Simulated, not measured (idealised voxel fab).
This section sets out a process module, namely voxel released beams.
Displayed cross-section: cut, width of 275 nm, square cells sized 5 nm.
For the purposes of this document, a cross-section shall be understood as a grid of square cells, specified as bands listed in top-to-bottom order, each band consisting of one or more rows of cells. For a band, the entry starts with two heights in nm, that of the top and then that of the bottom, and carries on with the band's materials in order from left to right, each alongside its width in nm; the word "all across" beside a single material means it fills the band edge to edge, and "empty" means empty space. Heights from 0 (as-received wafer is one material below). Bottom band endless downward, as "0 down". Read "30..40" as a graded width: first number on top, second number at the bottom, same change between each pair of neighbouring rows. The cross-section has no changed cell in any step marked "no modification". The entry titled "Sealed void inventory" provides the empty spaces that have no open way to the top, restricted to those of 8 cells or more. Each is presented as width x height at distance, the distance being measured from the left edge, with all three in nm. That trailing text on a step's line, after the settings, is the simulator's own remark on the step. overlay nm: how far to the right of its planned place the mask lay on this masked step (negative: to the left).

## The steps planned for the process are as follows
step 1: RECEIVE: material Si
step 2: CONFORMAL_DEP: material SiN, thk nm 5
step 3: DIRECTIONAL_DEP: material SiO2, thk nm 15
step 4: DIRECTIONAL_DEP: material aC, thk nm 15
step 5: PATTERN: tone open, mask id ANCHOR, material resist, width nm 35, thk nm 35, overlay nm 0
step 6: DIRECTIONAL_ETCH: etch materials aC, depth nm 15
step 7: STRIP: etch materials resist
step 8: DIRECTIONAL_ETCH: etch materials SiO2, depth nm 15
step 9: STRIP: etch materials aC
step 10: CONFORMAL_DEP: material W, thk nm 15
step 11: MASKED_ETCH: tone cover, mask id BEAM, width nm 90, etch materials W, depth nm 15, overlay nm 0
step 12: STRIP: etch materials SiO2

## First of two wafers - as planned

## Step 1 complete: cross-section of the wafer as received
0 down = Si all across
Sealed void inventory: none

## Once step 2 is through, the wafer looks like this in cross-section
5 to 0 = SiN all across
Below 0 it's all the same as before, nothing changed down there.

## Once step 3 is through, the wafer looks like this in cross-section
20 to 5 = SiO2 all across
Below 5 it's all the same as before, nothing changed down there.

## Once step 4 is through, the wafer looks like this in cross-section
35 to 20 = aC all across
Below 20 it's all the same as before, nothing changed down there.

## Once step 5 is through, the wafer looks like this in cross-section
70 to 35 = resist: 95  empty: 35  resist: 145
Below 35 it's all the same as before, nothing changed down there.

## Once step 6 is through, the wafer looks like this in cross-section
55 to 35 = resist: 95  empty: 35  resist: 145
35 to 20 = aC: 95  empty: 35  aC: 145
Below 20 it's all the same as before, nothing changed down there.

## Once step 7 is through, the wafer looks like this in cross-section
35 to 20 = aC: 95  empty: 35  aC: 145
Below 20 it's all the same as before, nothing changed down there.

## Once step 8 is through, the wafer looks like this in cross-section
35 to 20 = aC: 95  empty: 35  aC: 145
20 to 5 = SiO2: 95  empty: 35  SiO2: 145
Below 5 it's all the same as before, nothing changed down there.

## Once step 9 is through, the wafer looks like this in cross-section
20 to 5 = SiO2: 95  empty: 35  SiO2: 145
Below 5 it's all the same as before, nothing changed down there.

## Once step 10 is through, the wafer looks like this in cross-section
35 to 20 = W: 110  empty: 5  W: 160
20 to 5 = SiO2: 95  W: 35  SiO2: 145
Below 5 it's all the same as before, nothing changed down there.

## Once step 11 is through, the wafer looks like this in cross-section
35 to 20 = empty: 90  W: 20  empty: 5  W: 65  empty: 95
Below 20 it's all the same as before, nothing changed down there.

## Once step 12 is through, the wafer looks like this in cross-section
35 to 20 = empty: 90  W: 20  empty: 5  W: 65  empty: 95
20 to 5 = empty: 95  W: 35  empty: 145
Below 5 it's all the same as before, nothing changed down there.

## Second of two: same start, same plan, one run error; steps up to and including 4 match the first

## X-section, second wafer, when step 5 was due to finish
70 to 35 = empty: 95  resist: 35  empty: 145
Below 35 it's all the same as before, nothing changed down there.

## X-section, second wafer, when step 6 was due to finish
55 to 35 = empty: 95  resist: 35  empty: 145
35 to 20 = empty: 95  aC: 35  empty: 145
Below 20 it's all the same as before, nothing changed down there.

## X-section, second wafer, when step 7 was due to finish
35 to 20 = empty: 95  aC: 35  empty: 145
Below 20 it's all the same as before, nothing changed down there.

## X-section, second wafer, when step 8 was due to finish
35 to 20 = empty: 95  aC: 35  empty: 145
20 to 5 = empty: 95  SiO2: 35  empty: 145
Below 5 it's all the same as before, nothing changed down there.

## X-section, second wafer, when step 9 was due to finish
20 to 5 = empty: 95  SiO2: 35  empty: 145
Below 5 it's all the same as before, nothing changed down there.

## X-section, second wafer, when step 10 was due to finish
35 to 20 = empty: 80  W: 65  empty: 130
20 to 5 = W: 95  SiO2: 35  W: 145
Below 5 it's all the same as before, nothing changed down there.

## X-section, second wafer, when step 11 was due to finish
35 to 20 = empty: 90  W: 55  empty: 130
20 to 5 = empty: 80  W: 15  SiO2: 35  W: 50  empty: 95
Below 5 it's all the same as before, nothing changed down there.

X-section, second wafer, when step 12 was due to finish: no modification
So what did we get wrong on this run? not per plan at step 5, really ran PATTERN: tone cover, mask id ANCHOR, material resist, width nm 35, thk nm 35, overlay nm 0
Materials where the second wafer ends with more or fewer cells than the first: 21 more of SiO2
